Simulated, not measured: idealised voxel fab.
Module name: voxel air gaps (process module)
Section cut is 265 nm wide and gridded with 5 nm square cells.
This document writes a cross-section as a grid whose cells are square, and gives it as bands, listed from the top down; one or more rows of cells form a band.
Within each band entry, the heights of the top and of the bottom of the band appear first, in that order and in nm; the materials of the band then follow from left to right, each with its corresponding width in nm. The designation "edge to edge" on a single material indicates that it fills the band from edge to edge; the designation "empty" indicates empty space.
Measure heights from 0. That's the level where, below it, the as-received wafer is all one material. The lowest band is bottomless and extends downward; write it as in "0 down".
Think of "30..40" as a width that walks from the first number to the second as you go down the band, top row to bottom row, taking equal-sized steps from row to row.
"no alterations made" (step): cross-section cells unchanged, all of them.
Voids not open to the top, 8 cells minimum: see "Fully sealed voids". Written width x height at distance; distance is from the left edge; nm.
Where a step's line continues beyond its settings, the continuation is a remark by the simulator itself on that step.
A step line may carry the setting "overlay nm", which, for steps involving a mask, states the distance by which the mask lay to the right of its intended position; negative values denote displacement to the left.

Steps in the process plan:
1) RECEIVE, material Si
2) CONFORMAL_DEP, material SiO2, thk nm 15
3) CONFORMAL_DEP, material SiCN, thk nm 5
4) DIRECTIONAL_DEP, material lowk, thk nm 35
5) MASKED_ETCH, tone open, mask id LINES, width nm 20, pitch nm 50, etch materials lowk, depth nm 35, overlay nm 0
6) CONFORMAL_DEP, material TiN, thk nm 5
7) FILL_DEP, material Ru, thk nm 5
8) CMP, height nm 55
9) EPI, material Ru, thk nm 10
10) SELECTIVE_ETCH, etch materials lowk, depth nm 45
11) CONFORMAL_DEP, material SiCN, thk nm 5

Cross-section of the wafer at receipt, which is the condition after step 1:
    0 down  Si edge to edge
    Fully sealed voids: none

As-planned run: cross-section of the first of two wafers at end of module:
    70 to 65  55 of empty; 150 of SiCN; 60 of empty
    65 to 55  55 of empty; 5 of SiCN; 40 of Ru; 10 of SiCN; 40 of Ru; 10 of SiCN; 40 of Ru; 5 of SiCN; 60 of empty
    55 to 50  55 of empty; 15 of SiCN; 5 of TiN; 10 of Ru; 5 of TiN; 30 of SiCN; 5 of TiN; 10 of Ru; 5 of TiN; 30 of SiCN; 5 of TiN; 10 of Ru; 5 of TiN; 15 of SiCN; 60 of empty
    50 to 25  65 of empty; 5 of SiCN; 5 of TiN; 10 of Ru; 5 of TiN; 5 of SiCN; 20 of empty; 5 of SiCN; 5 of TiN; 10 of Ru; 5 of TiN; 5 of SiCN; 20 of empty; 5 of SiCN; 5 of TiN; 10 of Ru; 5 of TiN; 5 of SiCN; 70 of empty
    25 to 20  70 of SiCN; 20 of TiN; 30 of SiCN; 20 of TiN; 30 of SiCN; 20 of TiN; 75 of SiCN
    20 to 15  SiCN edge to edge
    15 to 0  SiO2 edge to edge
    0 down  Si edge to edge
    Fully sealed voids: 20 x 25 at 95; 20 x 25 at 145

This cross-section belongs to the second wafer of two at the end of the module; the start and the plan were shared with the first, and the run included one mistake:
    80 to 75  45 of empty; 170 of SiCN; 50 of empty
    75 to 55  45 of empty; 5 of SiCN; 160 of Ru; 5 of SiCN; 50 of empty
    55 to 50  45 of empty; 25 of SiCN; 5 of TiN; 10 of Ru; 5 of TiN; 30 of lowk; 5 of TiN; 10 of Ru; 5 of TiN; 30 of lowk; 5 of TiN; 10 of Ru; 5 of TiN; 25 of SiCN; 50 of empty
    50 to 25  65 of empty; 5 of SiCN; 5 of TiN; 10 of Ru; 5 of TiN; 30 of lowk; 5 of TiN; 10 of Ru; 5 of TiN; 30 of lowk; 5 of TiN; 10 of Ru; 5 of TiN; 5 of SiCN; 70 of empty
    25 to 20  70 of SiCN; 20 of TiN; 30 of lowk; 20 of TiN; 30 of lowk; 20 of TiN; 75 of SiCN
    20 to 15  SiCN edge to edge
    15 to 0  SiO2 edge to edge
    0 down  Si edge to edge
    Fully sealed voids: none
what went wrong: plan step 9 ran twice
Looking at both finished wafers in cells, the second ends up ahead of or behind the first on some materials: Ru: 80 more, SiCN: 40 fewer, lowk: 84 more
The second wafer ends with 0 closed voids, and the first wafer ends with 2.
